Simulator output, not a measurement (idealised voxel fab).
process module | voxel wiring stack
cross-section cut | 270 nm wide | cells 5 nm
A cross-section is a grid of square cells, given in bands from the top down. A band is one or more rows of cells.
Each band's line starts with the height of the band's top and of its bottom, in nm. Then come its materials from left to right, each with its width in nm. One material with "throughout" fills the band from edge to edge. "air" is empty space.
Height 0 is the level under which the wafer as received is all one material. The lowest band goes on downwards, as in "0 down".
A width such as "30 to 40" changes by the same amount from each row of cells to the next, from the band's top row to its bottom row.
"no change" after a step means that no cell of the cross-section changed.
closed voids: empty space of 8 cells or more with no open way to the top, each as width x height at its distance from the left edge, in nm
after a step's settings: what the simulator itself notes on the step
overlay nm, on a step with a mask: how far to the right of its planned place the mask lay; to the left if negative
plan
1 op RECEIVE | material Si
2 op CONFORMAL_DEP | material SiO2 | thk nm 10
3 op DIRECTIONAL_DEP | material TiN | thk nm 5
4 op DIRECTIONAL_DEP | material W | thk nm 20
5 op MASKED_ETCH | tone cover | mask id METAL_1 | width nm 25 | pitch nm 55 | etch materials W | depth nm 20 | overlay nm 0
6 op MASKED_ETCH | tone cover | mask id METAL_1 | width nm 25 | pitch nm 55 | etch materials TiN | depth nm 5 | overlay nm 0
7 op CONFORMAL_DEP | material SiCN | thk nm 5
8 op FILL_DEP | material SiO2 | thk nm 5
9 op CMP | height nm 35
10 op CONFORMAL_DEP | material SiCN | thk nm 5
11 op DIRECTIONAL_DEP | material lowk | thk nm 15
12 op DIRECTIONAL_DEP | material aC | thk nm 15
13 op PATTERN | tone open | mask id PLUG_1 | material resist | width nm 15 | pitch nm 55 | thk nm 30 | overlay nm 0
14 op DIRECTIONAL_ETCH | etch materials aC | depth nm 15
15 op STRIP | etch materials resist
16 op DIRECTIONAL_ETCH | etch materials lowk | depth nm 15
17 op DIRECTIONAL_ETCH | etch materials SiCN | depth nm 5
18 op STRIP | etch materials aC
19 op CONFORMAL_DEP | material TiN | thk nm 5
20 op FILL_DEP | material Cu | thk nm 10
21 op CMP | height nm 55
22 op DIRECTIONAL_DEP | material TiN | thk nm 5
23 op DIRECTIONAL_DEP | material Ru | thk nm 20
24 op DIRECTIONAL_DEP | material aC | thk nm 15
25 op PATTERN | tone cover | mask id METAL_2 | material resist | width nm 25 | pitch nm 55 | thk nm 35 | overlay nm 0
26 op DIRECTIONAL_ETCH | etch materials aC | depth nm 15
27 op STRIP | etch materials resist
28 op DIRECTIONAL_ETCH | etch materials Ru | depth nm 20
29 op DIRECTIONAL_ETCH | etch materials TiN | depth nm 5
30 op STRIP | etch materials aC
31 op FILL_DEP | material SiO2 | thk nm 5
32 op CMP | height nm 80
33 op CONFORMAL_DEP | material SiCN | thk nm 5
34 op DIRECTIONAL_DEP | material lowk | thk nm 30
35 op PATTERN | tone open | mask id METAL_3 | material resist | width nm 25 | pitch nm 55 | thk nm 20 | overlay nm 0
36 op DIRECTIONAL_ETCH | etch materials lowk | depth nm 15
37 op STRIP | etch materials resist
38 op DIRECTIONAL_DEP | material aC | thk nm 15
39 op PATTERN | tone open | mask id METAL_3_HOLES | material resist | width nm 15 | thk nm 35 | overlay nm 0
40 op DIRECTIONAL_ETCH | etch materials aC | depth nm 15
41 op STRIP | etch materials resist
42 op DIRECTIONAL_ETCH | etch materials lowk | depth nm 15
43 op DIRECTIONAL_ETCH | etch materials SiCN | depth nm 5
44 op STRIP | etch materials aC
45 op CONFORMAL_DEP | material TiN | thk nm 5
46 op FILL_DEP | material Cu | thk nm 10
47 op CMP | height nm 115
48 op CONFORMAL_DEP | material SiN | thk nm 5
as received, after step 1
  0 down: Si throughout
  closed voids: none
a wafer at the end: this start, this plan, one mistake
  120 to 115: SiN throughout
  115 to 105: lowk 95 | TiN 5 | Cu 15 | TiN 5 | lowk 30 | TiN 5 | Cu 15 | TiN 5 | lowk 95
  105 to 100: lowk 95 | TiN 5 | Cu 5 | TiN 15 | lowk 30 | TiN 25 | lowk 95
  100 to 85: lowk 95 | TiN 5 | Cu 5 | TiN 5 | lowk 160
  85 to 80: SiCN 95 | TiN 15 | SiCN 160
  80 to 60: SiO2 95 | Ru 25 | SiO2 30 | Ru 25 | SiO2 95
  60 to 55: SiO2 95 | TiN 25 | SiO2 30 | TiN 25 | SiO2 95
  55 to 40: lowk 95 | TiN 5 | Cu 5 | TiN 5 | lowk 40 | TiN 5 | Cu 5 | TiN 5 | lowk 105
  40 to 35: SiCN 95 | TiN 15 | SiCN 40 | TiN 15 | SiCN 105
  35 to 30: SiO2 throughout
  30 to 25: SiO2 90 | SiCN 35 | SiO2 20 | SiCN 35 | SiO2 90
  25 to 5: SiO2 90 | SiCN 5 | W 25 | SiCN 5 | SiO2 20 | SiCN 5 | W 25 | SiCN 5 | SiO2 90
  5 to 0: SiCN 95 | TiN 25 | SiCN 30 | TiN 25 | SiCN 95
  0 down: Si throughout
  closed voids: none
what went wrong: step 2 was left out
